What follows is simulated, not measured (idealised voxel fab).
process module | voxel self aligned vias
cross-section cut | 280 nm wide | cells 5 nm
A cross-section is a grid of square cells, given in bands from the top down. A band is one or more rows of cells.
Each band's line starts with the height of the band's top and of its bottom, in nm. Then come its materials from left to right, each with its width in nm. One material with "throughout" fills the band from edge to edge. "air" is empty space.
Height 0 is the level under which the wafer as received is all one material. The lowest band goes on downwards, as in "0 down".
A width such as "30 to 40" changes by the same amount from each row of cells to the next, from the band's top row to its bottom row.
"no change" after a step means that no cell of the cross-section changed.
closed voids: empty space of 8 cells or more with no open way to the top, each as width x height at its distance from the left edge, in nm
after a step's settings: what the simulator itself notes on the step
overlay nm, on a step with a mask: how far to the right of its planned place the mask lay; to the left if negative
plan
1 op RECEIVE | material Si
2 op CONFORMAL_DEP | material SiO2 | thk nm 10
3 op CONFORMAL_DEP | material SiCN | thk nm 5
4 op DIRECTIONAL_DEP | material SiO2 | thk nm 25
5 op PATTERN | tone open | mask id LINES | material resist | width nm 20 | pitch nm 50 | thk nm 15 | overlay nm 0
6 op DIRECTIONAL_ETCH | etch materials SiO2 | depth nm 25
7 op STRIP | etch materials resist
8 op CONFORMAL_DEP | material TiN | thk nm 5
9 op FILL_DEP | material Ru | thk nm 10
10 op CMP | height nm 40
11 op SELECTIVE_ETCH | etch materials W Ru TiN | depth nm 5
12 op FILL_DEP | material SiN | thk nm 10
13 op CMP | height nm 40
14 op DIRECTIONAL_DEP | material SiO2 | thk nm 20
15 op MASKED_ETCH | tone open | mask id VIAS | width nm 30 | pitch nm 50 | etch materials SiO2 | depth nm 20 | overlay nm 0
16 op MASKED_ETCH | tone open | mask id VIAS | width nm 30 | pitch nm 50 | etch materials SiN | depth nm 5 | overlay nm 0
17 op CONFORMAL_DEP | material TiN | thk nm 5
18 op FILL_DEP | material W | thk nm 10
19 op CMP | height nm 60
20 op CONFORMAL_DEP | material SiCN | thk nm 5
as received, after step 1
  0 down: Si throughout
  closed voids: none
first wafer at the end, as planned
  65 to 60: SiCN throughout
  60 to 45: SiO2 75 | TiN 5 | W 20 | TiN 5 | SiO2 20 | TiN 5 | W 20 | TiN 5 | SiO2 20 | TiN 5 | W 20 | TiN 5 | SiO2 75
  45 to 40: SiO2 75 | TiN 10 | W 10 | TiN 10 | SiO2 20 | TiN 10 | W 10 | TiN 10 | SiO2 20 | TiN 10 | W 10 | TiN 10 | SiO2 75
  40 to 35: SiO2 80 | TiN 20 | SiO2 30 | TiN 20 | SiO2 30 | TiN 20 | SiO2 80
  35 to 20: SiO2 80 | TiN 5 | Ru 10 | TiN 5 | SiO2 30 | TiN 5 | Ru 10 | TiN 5 | SiO2 30 | TiN 5 | Ru 10 | TiN 5 | SiO2 80
  20 to 15: SiO2 80 | TiN 20 | SiO2 30 | TiN 20 | SiO2 30 | TiN 20 | SiO2 80
  15 to 10: SiCN throughout
  10 to 0: SiO2 throughout
  0 down: Si throughout
  closed voids: none
second wafer at the end: like start, like plan, one mistake
  65 to 60: SiCN throughout
  60 to 45: SiO2 80 | TiN 5 | W 15 | TiN 5 | SiO2 25 | TiN 5 | W 15 | TiN 5 | SiO2 25 | TiN 5 | W 15 | TiN 5 | SiO2 75
  45 to 40: SiO2 80 | TiN 5 | W 10 | TiN 10 | SiO2 25 | TiN 5 | W 10 | TiN 10 | SiO2 25 | TiN 5 | W 10 | TiN 10 | SiO2 75
  40 to 35: SiO2 80 | TiN 20 | SiO2 30 | TiN 20 | SiO2 30 | TiN 20 | SiO2 80
  35 to 20: SiO2 80 | TiN 5 | Ru 10 | TiN 5 | SiO2 30 | TiN 5 | Ru 10 | TiN 5 | SiO2 30 | TiN 5 | Ru 10 | TiN 5 | SiO2 80
  20 to 15: SiO2 80 | TiN 20 | SiO2 30 | TiN 20 | SiO2 30 | TiN 20 | SiO2 80
  15 to 10: SiCN throughout
  10 to 0: SiO2 throughout
  0 down: Si throughout
  closed voids: none
what went wrong: step 15 ran as: op MASKED_ETCH | tone open | mask id VIAS | width nm 25 | pitch nm 50 | etch materials SiO2 | depth nm 20 | overlay nm 0
at the end the second wafer has, in cells: 12 more of SiO2 | 3 fewer of TiN | 9 fewer of W
